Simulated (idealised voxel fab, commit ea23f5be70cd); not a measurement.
process module | voxel spacer lines
It is cross-section cut that appears here, measuring 260 nm in width, its square cells being 5 nm in size.
We lay out every cross-section as a grid of square cells and spell it out in bands from the top down, where one band means one or more rows of cells. Heights first: top, then bottom, in nm. Then materials, left to right, each with a width in nm. "edge to edge" on a single material: fills the band edge to edge. "blank": empty space. It should be noted that heights are counted from 0, beneath which the wafer as supplied is of one material throughout, and that the lowest band possesses no lower boundary but continues downward, as written in "z 0 and below". Read "30 to 40" as a graded width: first number on top, second number at the bottom, same change between each pair of neighbouring rows. For the purposes of this document, the phrase "no alteration" attached to a step denotes that no cell within the cross-section was modified by that step. "Voids, fully enclosed" specifies each empty space that is not open to the top and that occupies no fewer than 8 cells, using the form width x height at distance, the distance measured from the left edge and all three quantities in nm. That trailing text on a step's line, after the settings, is the simulator's own remark on the step. The line of a step may include "overlay nm". On a step with a mask, this value is how far to the right of its planned place the mask lay. A negative value means the mask lay to the left.

# These are the steps we planned for the process
step 1: op RECEIVE | material Si
step 2: op CONFORMAL_DEP | material Al2O3 | thk nm 10
step 3: op DIRECTIONAL_DEP | material W | thk nm 10
step 4: op DIRECTIONAL_DEP | material aC | thk nm 30
step 5: op PATTERN | tone cover | mask id MANDREL | material resist | width nm 20 | pitch nm 60 | thk nm 40 | overlay nm 0
step 6: op DIRECTIONAL_ETCH | etch materials aC | depth nm 30
step 7: op STRIP | etch materials resist
step 8: op CONFORMAL_DEP | material SiO2 | thk nm 10
step 9: op DIRECTIONAL_ETCH | etch materials SiO2 | depth nm 5
step 10: op STRIP | etch materials aC
step 11: op DIRECTIONAL_ETCH | etch materials W | depth nm 10
step 12: op STRIP | etch materials SiO2
step 13: op FILL_DEP | material lowk | thk nm 5
step 14: op CMP | height nm 20
It is noted that the wafers described herein are identical at the outset and are distinguished by the depth nm of step 9; the value stated in the plan corresponds to the first wafer.

# As-received state after step 1, first of several wafers, cross-section
> z 0 and below: Si edge to edge
> Voids, fully enclosed: none

# Cross-sectional representation of the first of several wafers at the end of the module, i.e. after its terminal step, step 14
> z 20 to 10: W edge to edge
> z 10 to 0: Al2O3 edge to edge
> z 0 and below: Si edge to edge
> Voids, fully enclosed: none

# End of module, last wafer sectioned
> z 20 to 10: lowk 50 / W 10 / lowk 20 / W 10 / lowk 20 / W 10 / lowk 20 / W 10 / lowk 20 / W 10 / lowk 20 / W 10 / lowk 50
> z 10 to 0: Al2O3 edge to edge
> z 0 and below: Si edge to edge
> Voids, fully enclosed: none

# Basically each wafer gets a line in the table, showing it at the end of the module: material by material, the cells it gained (+) or lost (-) since we got it, then its closed voids
depth nm 5; +104 Al2O3; +104 W; Voids, fully enclosed: none
depth nm 10; +104 Al2O3; +24 W; +80 lowk; Voids, fully enclosed: none
depth nm 15; +104 Al2O3; +24 W; +80 lowk; Voids, fully enclosed: none
depth nm 20; +104 Al2O3; +24 W; +80 lowk; Voids, fully enclosed: none
depth nm 25; +104 Al2O3; +24 W; +80 lowk; Voids, fully enclosed: none
